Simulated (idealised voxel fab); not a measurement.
The following is a process module called voxel ribs on slabs.
Square cells of 5 nm make up the cross-section cut, whose width is 240 nm.
The cross-sections in this document take the form of a grid made of square cells. They are written out as bands, in order from top to bottom. Each band consists of one or more rows of cells.
For a band, the entry starts with two heights in nm, that of the top and then that of the bottom, and carries on with the band's materials in order from left to right, each alongside its width in nm; the word "throughout" beside a single material means it fills the band edge to edge, and "blank" means empty space.
It should be noted that heights are counted from 0, beneath which the wafer as supplied is of one material throughout, and that the lowest band possesses no lower boundary but continues downward, as written in "0 down".
Think of "30->40" as a width that walks from the first number to the second as you go down the band, top row to bottom row, taking equal-sized steps from row to row.
Step marked "changes: none"? Then no cell in the cross-section changed in it.
Empty spaces counting at least 8 cells and having no open way to the top are listed in "Enclosed internal cavities". The notation width x height at distance is used for each, the distance being from the left edge and all three values in nm.
after a step's settings: what the simulator itself notes on the step
The setting "overlay nm" may be written on the line of a step. When the step uses a mask, the value reports how far to the right of the planned place the mask lay, and a negative value reports that it lay to the left.
[Listed below are the process steps as planned]
1,op RECEIVE | material Si
2,op DIRECTIONAL_DEP | material SiO2 | thk nm 20
3,op DIRECTIONAL_DEP | material SiN | thk nm 20
4,op MASKED_ETCH | tone cover | mask id RIB | width nm 20 | etch materials SiN | depth nm 5 | overlay nm 0
5,op DIRECTIONAL_DEP | material aC | thk nm 10
6,op PATTERN | tone cover | mask id SLAB | material resist | width nm 60 | thk nm 25 | overlay nm 0
7,op DIRECTIONAL_ETCH | etch materials aC | depth nm 10
8,op STRIP | etch materials resist
9,op DIRECTIONAL_ETCH | etch materials SiN | depth nm 15
10,op STRIP | etch materials aC
11,op FILL_DEP | material SiO2 | thk nm 25
12,op CMP | height nm 55
13,op DIRECTIONAL_DEP | material W | thk nm 5
14,op DIRECTIONAL_DEP | material aC | thk nm 15
15,op PATTERN | tone cover | mask id HEATER | material resist | width nm 30 | thk nm 30 | overlay nm 0
16,op DIRECTIONAL_ETCH | etch materials aC | depth nm 15
17,op STRIP | etch materials resist
18,op DIRECTIONAL_ETCH | etch materials W | depth nm 5
19,op STRIP | etch materials aC
20,op CONFORMAL_DEP | material SiO2 | thk nm 5
[first wafer, as planned]
[Cross-section of the wafer upon arrival, representing the state reached after step 1]
	0 down: Si throughout
	Enclosed internal cavities: none
[Once step 2 is through, the wafer looks like this in cross-section]
	20 to 0: SiO2 throughout
	For the remainder of the cross-section, below 0, there is no change.
[Once step 3 is through, the wafer looks like this in cross-section]
	40 to 20: SiN throughout
	For the remainder of the cross-section, below 20, there is no change.
[Once step 4 is through, the wafer looks like this in cross-section]
	40 to 35: blank: 110, SiN: 20, blank: 110
	For the remainder of the cross-section, below 35, there is no change.
[Once step 5 is through, the wafer looks like this in cross-section]
	50 to 45: blank: 110, aC: 20, blank: 110
	45 to 40: aC throughout
	40 to 35: aC: 110, SiN: 20, aC: 110
	For the remainder of the cross-section, below 35, there is no change.
[Once step 6 is through, the wafer looks like this in cross-section]
	75 to 50: blank: 90, resist: 60, blank: 90
	50 to 45: blank: 90, resist: 20, aC: 20, resist: 20, blank: 90
	For the remainder of the cross-section, below 45, there is no change.
[Once step 7 is through, the wafer looks like this in cross-section]
	65 to 50: blank: 90, resist: 60, blank: 90
	50 to 45: blank: 90, resist: 20, aC: 20, resist: 20, blank: 90
	45 to 40: blank: 90, aC: 60, blank: 90
	40 to 35: blank: 90, aC: 20, SiN: 20, aC: 20, blank: 90
	For the remainder of the cross-section, below 35, there is no change.
[Once step 8 is through, the wafer looks like this in cross-section]
	50 to 40: blank: 110->90, aC: 20->60, blank: 110->90
	For the remainder of the cross-section, below 40, there is no change.
[Once step 9 is through, the wafer looks like this in cross-section]
	50 to 40: blank: 110->90, aC: 20->60, blank: 110->90
	40 to 35: blank: 90, aC: 20, SiN: 20, aC: 20, blank: 90
	35 to 20: blank: 90, SiN: 60, blank: 90
	For the remainder of the cross-section, below 20, there is no change.
[Once step 10 is through, the wafer looks like this in cross-section]
	40 to 35: blank: 110, SiN: 20, blank: 110
	For the remainder of the cross-section, below 35, there is no change.
[Once step 11 is through, the wafer looks like this in cross-section]
	65 to 40: SiO2 throughout
	40 to 35: SiO2: 110, SiN: 20, SiO2: 110
	35 to 20: SiO2: 90, SiN: 60, SiO2: 90
	For the remainder of the cross-section, below 20, there is no change.
[Once step 12 is through, the wafer looks like this in cross-section]
	55 to 40: SiO2 throughout
	For the remainder of the cross-section, below 40, there is no change.
[Once step 13 is through, the wafer looks like this in cross-section]
	60 to 55: W throughout
	For the remainder of the cross-section, below 55, there is no change.
[Once step 14 is through, the wafer looks like this in cross-section]
	75 to 60: aC throughout
	For the remainder of the cross-section, below 60, there is no change.
[Once step 15 is through, the wafer looks like this in cross-section]
	105 to 75: blank: 105, resist: 30, blank: 105
	For the remainder of the cross-section, below 75, there is no change.
[Once step 16 is through, the wafer looks like this in cross-section]
	90 to 75: blank: 105, resist: 30, blank: 105
	75 to 60: blank: 105, aC: 30, blank: 105
	For the remainder of the cross-section, below 60, there is no change.
[Once step 17 is through, the wafer looks like this in cross-section]
	75 to 60: blank: 105, aC: 30, blank: 105
	For the remainder of the cross-section, below 60, there is no change.
[Once step 18 is through, the wafer looks like this in cross-section]
	75 to 60: blank: 105, aC: 30, blank: 105
	60 to 55: blank: 105, W: 30, blank: 105
	For the remainder of the cross-section, below 55, there is no change.
[Once step 19 is through, the wafer looks like this in cross-section]
	60 to 55: blank: 105, W: 30, blank: 105
	For the remainder of the cross-section, below 55, there is no change.
[Once step 20 is through, the wafer looks like this in cross-section]
	65 to 60: blank: 100, SiO2: 40, blank: 100
	60 to 55: SiO2: 105, W: 30, SiO2: 105
	For the remainder of the cross-section, below 55, there is no change.
[Second wafer. Start and plan as for the first. One mistake made in running. Agrees with the first up to and including step 5]
[Second wafer, section view, time point: scheduled end of step 6]
	75 to 50: blank: 100, resist: 60, blank: 80
	50 to 45: blank: 100, resist: 10, aC: 20, resist: 30, blank: 80
	For the remainder of the cross-section, below 45, there is no change.
[Second wafer, section view, time point: scheduled end of step 7]
	65 to 50: blank: 100, resist: 60, blank: 80
	50 to 45: blank: 100, resist: 10, aC: 20, resist: 30, blank: 80
	45 to 40: blank: 100, aC: 60, blank: 80
	40 to 35: blank: 100, aC: 10, SiN: 20, aC: 30, blank: 80
	For the remainder of the cross-section, below 35, there is no change.
[Second wafer, section view, time point: scheduled end of step 8]
	50 to 40: blank: 110->100, aC: 20->60, blank: 110->80
	For the remainder of the cross-section, below 40, there is no change.
[Second wafer, section view, time point: scheduled end of step 9]
	50 to 40: blank: 110->100, aC: 20->60, blank: 110->80
	40 to 35: blank: 100, aC: 10, SiN: 20, aC: 30, blank: 80
	35 to 20: blank: 100, SiN: 60, blank: 80
	For the remainder of the cross-section, below 20, there is no change.
[Second wafer, section view, time point: scheduled end of step 10]
	40 to 35: blank: 110, SiN: 20, blank: 110
	For the remainder of the cross-section, below 35, there is no change.
[Second wafer, section view, time point: scheduled end of step 11]
	65 to 40: SiO2 throughout
	40 to 35: SiO2: 110, SiN: 20, SiO2: 110
	35 to 20: SiO2: 100, SiN: 60, SiO2: 80
	For the remainder of the cross-section, below 20, there is no change.
[Second wafer, section view, time point: scheduled end of step 12]
	55 to 40: SiO2 throughout
	For the remainder of the cross-section, below 40, there is no change.
[Second wafer, section view, time point: scheduled end of step 13]
	60 to 55: W throughout
	For the remainder of the cross-section, below 55, there is no change.
[Second wafer, section view, time point: scheduled end of step 14]
	75 to 60: aC throughout
	For the remainder of the cross-section, below 60, there is no change.
[Second wafer, section view, time point: scheduled end of step 15]
	105 to 75: blank: 105, resist: 30, blank: 105
	For the remainder of the cross-section, below 75, there is no change.
[Second wafer, section view, time point: scheduled end of step 16]
	90 to 75: blank: 105, resist: 30, blank: 105
	75 to 60: blank: 105, aC: 30, blank: 105
	For the remainder of the cross-section, below 60, there is no change.
[Second wafer, section view, time point: scheduled end of step 17]
	75 to 60: blank: 105, aC: 30, blank: 105
	For the remainder of the cross-section, below 60, there is no change.
[Second wafer, section view, time point: scheduled end of step 18]
	75 to 60: blank: 105, aC: 30, blank: 105
	60 to 55: blank: 105, W: 30, blank: 105
	For the remainder of the cross-section, below 55, there is no change.
[Second wafer, section view, time point: scheduled end of step 19]
	60 to 55: blank: 105, W: 30, blank: 105
	For the remainder of the cross-section, below 55, there is no change.
[Second wafer, section view, time point: scheduled end of step 20]
	65 to 60: blank: 100, SiO2: 40, blank: 100
	60 to 55: SiO2: 105, W: 30, SiO2: 105
	For the remainder of the cross-section, below 55, there is no change.
Want to know what went wrong? heads up, step 6 didn't go per plan, it actually ran as op PATTERN | tone cover | mask id SLAB | material resist | width nm 60 | thk nm 25 | overlay nm 10
When the process is done, the second wafer contains the same cell count of every material as the first wafer, but distributed over other locations.
